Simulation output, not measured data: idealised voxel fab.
This is a process module. Its name is voxel capacitor over wiring.
It is cross-section cut that appears here, measuring 245 nm in width, its square cells being 5 nm in size.
Each cross-section below is a grid of square cells, stated as bands in top-down order, with one or more rows of cells making up each band. Band entry format. Leading values: height of top, height of bottom, nm. Remainder: materials in left-to-right order, each with its width in nm. Special words: "all across" on a single material, which then fills the band edge to edge; "empty", empty space. Where do heights start? At 0: under that level the wafer as delivered is made of one material only. And the lowest band has no floor; it just carries on downward, as in "0 down". Quick explanation for "30..40": the width changes in equal steps down the rows of cells, from the first number in the band's top row to the second number in its bottom row. Where a step carries "no modifications", the cross-section came out of it unchanged, cell for cell. In "Sealed internal voids" the enclosed voids are listed, meaning empty spaces of 8 cells or larger without any opening to the top. The form is width x height at distance, distance from the left edge, units nm. It should be noted that, on the line of a given step, the content following the step's settings is a remark produced by the simulator itself with respect to that step. A step line may carry the setting "overlay nm", which, for steps involving a mask, states the distance by which the mask lay to the right of its intended position; negative values denote displacement to the left.

Process steps - plan:
1. RECEIVE (material Si)
2. CONFORMAL_DEP (material SiO2; thk nm 15)
3. CONFORMAL_DEP (material SiN; thk nm 5)
4. DIRECTIONAL_DEP (material lowk; thk nm 25)
5. PATTERN (tone open; mask id METAL_1; material resist; width nm 20; pitch nm 75; thk nm 20; overlay nm 0)
6. DIRECTIONAL_ETCH (etch materials lowk; depth nm 25)
7. DIRECTIONAL_ETCH (etch materials SiN; depth nm 5)
8. STRIP (etch materials resist)
9. CONFORMAL_DEP (material TiN; thk nm 5)
10. FILL_DEP (material Cu; thk nm 5)
11. CMP (height nm 45)
12. CONFORMAL_DEP (material SiCN; thk nm 5)
13. DIRECTIONAL_DEP (material lowk; thk nm 10)
14. PATTERN (tone open; mask id PLUG_1; material resist; width nm 15; thk nm 20; overlay nm 0)
15. DIRECTIONAL_ETCH (etch materials lowk; depth nm 10)
16. DIRECTIONAL_ETCH (etch materials SiCN; depth nm 5)
17. STRIP (etch materials resist)
18. CONFORMAL_DEP (material TiN; thk nm 5)
19. FILL_DEP (material Cu; thk nm 5)
20. CMP (height nm 60)
21. DIRECTIONAL_DEP (material TiN; thk nm 10)
22. DIRECTIONAL_DEP (material HfO2; thk nm 5)
23. DIRECTIONAL_DEP (material TiN; thk nm 10)
24. MASKED_ETCH (tone cover; mask id UPPER_PLATE; width nm 60; etch materials TiN; depth nm 10; overlay nm 0)
25. MASKED_ETCH (tone cover; mask id UPPER_PLATE; width nm 60; etch materials HfO2; depth nm 5; overlay nm 0)
26. MASKED_ETCH (tone cover; mask id LOWER_PLATE; width nm 70; etch materials TiN; depth nm 10; overlay nm 0)
27. FILL_DEP (material SiO2; thk nm 15)
28. CMP (height nm 95)
29. MASKED_ETCH (tone open; mask id PLUG_2; width nm 15; etch materials SiO2; depth nm 10; overlay nm 0)
30. CONFORMAL_DEP (material TiN; thk nm 5)
31. FILL_DEP (material Cu; thk nm 10)
32. CMP (height nm 95)
33. CONFORMAL_DEP (material SiCN; thk nm 5)

First wafer of two (run as planned):

Cross-sectional view of the wafer in its as-received condition, corresponding to the state after step 1:
> 0 down = Si all across
> Sealed internal voids: none

Cross-sectional representation of the wafer at the conclusion of step 2:
> 15 to 0 = SiO2 all across
> At heights below 0, the structure remains unaltered.

Cross-sectional representation of the wafer at the conclusion of step 3:
> 20 to 15 = SiN all across
> At heights below 15, the structure remains unaltered.

Cross-sectional representation of the wafer at the conclusion of step 4:
> 45 to 20 = lowk all across
> At heights below 20, the structure remains unaltered.

Cross-sectional representation of the wafer at the conclusion of step 5:
> 65 to 45 = 75 nm resist / 20 nm empty / 55 nm resist / 20 nm empty / 75 nm resist
> At heights below 45, the structure remains unaltered.

Cross-sectional representation of the wafer at the conclusion of step 6:
> 65 to 45 = 75 nm resist / 20 nm empty / 55 nm resist / 20 nm empty / 75 nm resist
> 45 to 20 = 75 nm lowk / 20 nm empty / 55 nm lowk / 20 nm empty / 75 nm lowk
> At heights below 20, the structure remains unaltered.

Cross-sectional representation of the wafer at the conclusion of step 7:
> 65 to 45 = 75 nm resist / 20 nm empty / 55 nm resist / 20 nm empty / 75 nm resist
> 45 to 20 = 75 nm lowk / 20 nm empty / 55 nm lowk / 20 nm empty / 75 nm lowk
> 20 to 15 = 75 nm SiN / 20 nm empty / 55 nm SiN / 20 nm empty / 75 nm SiN
> At heights below 15, the structure remains unaltered.

Cross-sectional representation of the wafer at the conclusion of step 8:
> 45 to 20 = 75 nm lowk / 20 nm empty / 55 nm lowk / 20 nm empty / 75 nm lowk
> At heights below 20, the structure remains unaltered.

Cross-sectional representation of the wafer at the conclusion of step 9:
> 50 to 45 = 80 nm TiN / 10 nm empty / 65 nm TiN / 10 nm empty / 80 nm TiN
> 45 to 20 = 75 nm lowk / 5 nm TiN / 10 nm empty / 5 nm TiN / 55 nm lowk / 5 nm TiN / 10 nm empty / 5 nm TiN / 75 nm lowk
> 20 to 15 = 75 nm SiN / 20 nm TiN / 55 nm SiN / 20 nm TiN / 75 nm SiN
> At heights below 15, the structure remains unaltered.

Cross-sectional representation of the wafer at the conclusion of step 10:
> 55 to 50 = Cu all across
> 50 to 45 = 80 nm TiN / 10 nm Cu / 65 nm TiN / 10 nm Cu / 80 nm TiN
> 45 to 20 = 75 nm lowk / 5 nm TiN / 10 nm Cu / 5 nm TiN / 55 nm lowk / 5 nm TiN / 10 nm Cu / 5 nm TiN / 75 nm lowk
> At heights below 20, the structure remains unaltered.

Cross-sectional representation of the wafer at the conclusion of step 11:
> 45 to 20 = 75 nm lowk / 5 nm TiN / 10 nm Cu / 5 nm TiN / 55 nm lowk / 5 nm TiN / 10 nm Cu / 5 nm TiN / 75 nm lowk
> At heights below 20, the structure remains unaltered.

Cross-sectional representation of the wafer at the conclusion of step 12:
> 50 to 45 = SiCN all across
> At heights below 45, the structure remains unaltered.

Cross-sectional representation of the wafer at the conclusion of step 13:
> 60 to 50 = lowk all across
> At heights below 50, the structure remains unaltered.

Cross-sectional representation of the wafer at the conclusion of step 14:
> 80 to 60 = 80 nm resist / 15 nm empty / 150 nm resist
> At heights below 60, the structure remains unaltered.

Cross-sectional representation of the wafer at the conclusion of step 15:
> 80 to 60 = 80 nm resist / 15 nm empty / 150 nm resist
> 60 to 50 = 80 nm lowk / 15 nm empty / 150 nm lowk
> At heights below 50, the structure remains unaltered.

Cross-sectional representation of the wafer at the conclusion of step 16:
> 80 to 60 = 80 nm resist / 15 nm empty / 150 nm resist
> 60 to 50 = 80 nm lowk / 15 nm empty / 150 nm lowk
> 50 to 45 = 80 nm SiCN / 15 nm empty / 150 nm SiCN
> At heights below 45, the structure remains unaltered.

Cross-sectional representation of the wafer at the conclusion of step 17:
> 60 to 50 = 80 nm lowk / 15 nm empty / 150 nm lowk
> At heights below 50, the structure remains unaltered.

Cross-sectional representation of the wafer at the conclusion of step 18:
> 65 to 60 = 85 nm TiN / 5 nm empty / 155 nm TiN
> 60 to 50 = 80 nm lowk / 5 nm TiN / 5 nm empty / 5 nm TiN / 150 nm lowk
> 50 to 45 = 80 nm SiCN / 15 nm TiN / 150 nm SiCN
> At heights below 45, the structure remains unaltered.

Cross-sectional representation of the wafer at the conclusion of step 19:
> 70 to 65 = Cu all across
> 65 to 60 = 85 nm TiN / 5 nm Cu / 155 nm TiN
> 60 to 50 = 80 nm lowk / 5 nm TiN / 5 nm Cu / 5 nm TiN / 150 nm lowk
> At heights below 50, the structure remains unaltered.

Cross-sectional representation of the wafer at the conclusion of step 20:
> 60 to 50 = 80 nm lowk / 5 nm TiN / 5 nm Cu / 5 nm TiN / 150 nm lowk
> At heights below 50, the structure remains unaltered.

Cross-sectional representation of the wafer at the conclusion of step 21:
> 70 to 60 = TiN all across
> At heights below 60, the structure remains unaltered.

Cross-sectional representation of the wafer at the conclusion of step 22:
> 75 to 70 = HfO2 all across
> At heights below 70, the structure remains unaltered.

Cross-sectional representation of the wafer at the conclusion of step 23:
> 85 to 75 = TiN all across
> At heights below 75, the structure remains unaltered.

Cross-sectional representation of the wafer at the conclusion of step 24:
> 85 to 75 = 80 nm empty / 60 nm TiN / 105 nm empty
> At heights below 75, the structure remains unaltered.

Cross-sectional representation of the wafer at the conclusion of step 25:
> 85 to 75 = 80 nm empty / 60 nm TiN / 105 nm empty
> 75 to 70 = 80 nm empty / 60 nm HfO2 / 105 nm empty
> At heights below 70, the structure remains unaltered.

Cross-sectional representation of the wafer at the conclusion of step 26:
> 85 to 75 = 80 nm empty / 60 nm TiN / 105 nm empty
> 75 to 70 = 80 nm empty / 60 nm HfO2 / 105 nm empty
> 70 to 60 = 75 nm empty / 70 nm TiN / 100 nm empty
> At heights below 60, the structure remains unaltered.

Cross-sectional representation of the wafer at the conclusion of step 27:
> 100 to 85 = SiO2 all across
> 85 to 75 = 80 nm SiO2 / 60 nm TiN / 105 nm SiO2
> 75 to 70 = 80 nm SiO2 / 60 nm HfO2 / 105 nm SiO2
> 70 to 60 = 75 nm SiO2 / 70 nm TiN / 100 nm SiO2
> At heights below 60, the structure remains unaltered.

Cross-sectional representation of the wafer at the conclusion of step 28:
> 95 to 85 = SiO2 all across
> At heights below 85, the structure remains unaltered.

Cross-sectional representation of the wafer at the conclusion of step 29:
> 95 to 85 = 90 nm SiO2 / 15 nm empty / 140 nm SiO2
> At heights below 85, the structure remains unaltered.

Cross-sectional representation of the wafer at the conclusion of step 30:
> 100 to 95 = 95 nm TiN / 5 nm empty / 145 nm TiN
> 95 to 90 = 90 nm SiO2 / 5 nm TiN / 5 nm empty / 5 nm TiN / 140 nm SiO2
> 90 to 85 = 90 nm SiO2 / 15 nm TiN / 140 nm SiO2
> At heights below 85, the structure remains unaltered.

Cross-sectional representation of the wafer at the conclusion of step 31:
> 110 to 100 = Cu all across
> 100 to 95 = 95 nm TiN / 5 nm Cu / 145 nm TiN
> 95 to 90 = 90 nm SiO2 / 5 nm TiN / 5 nm Cu / 5 nm TiN / 140 nm SiO2
> At heights below 90, the structure remains unaltered.

Cross-sectional representation of the wafer at the conclusion of step 32:
> 95 to 90 = 90 nm SiO2 / 5 nm TiN / 5 nm Cu / 5 nm TiN / 140 nm SiO2
> At heights below 90, the structure remains unaltered.

Cross-sectional representation of the wafer at the conclusion of step 33:
> 100 to 95 = SiCN all across
> At heights below 95, the structure remains unaltered.

The second wafer began exactly as the first did and followed the same plan, but one mistake was made while running it; through step 30 inclusive, the two wafers are identical:

Cross-section of the second wafer when, according to plan, step 31 should have finished:
> 110 to 100 = SiN all across
> 100 to 95 = 95 nm TiN / 5 nm SiN / 145 nm TiN
> 95 to 90 = 90 nm SiO2 / 5 nm TiN / 5 nm SiN / 5 nm TiN / 140 nm SiO2
> At heights below 90, the structure remains unaltered.

Cross-section of the second wafer when, according to plan, step 32 should have finished:
> 95 to 90 = 90 nm SiO2 / 5 nm TiN / 5 nm SiN / 5 nm TiN / 140 nm SiO2
> At heights below 90, the structure remains unaltered.

Cross-section of the second wafer when, according to plan, step 33 should have finished:
> 100 to 95 = SiCN all across
> At heights below 95, the structure remains unaltered.
In executing the process, a mistake was made relative to the plan: step 31 deviated from plan and actually ran as FILL_DEP (material SiN; thk nm 10)
Once processing is complete, comparing cell counts shows that the second wafer has more or fewer of certain materials than the first: Cu -1 | SiN +1
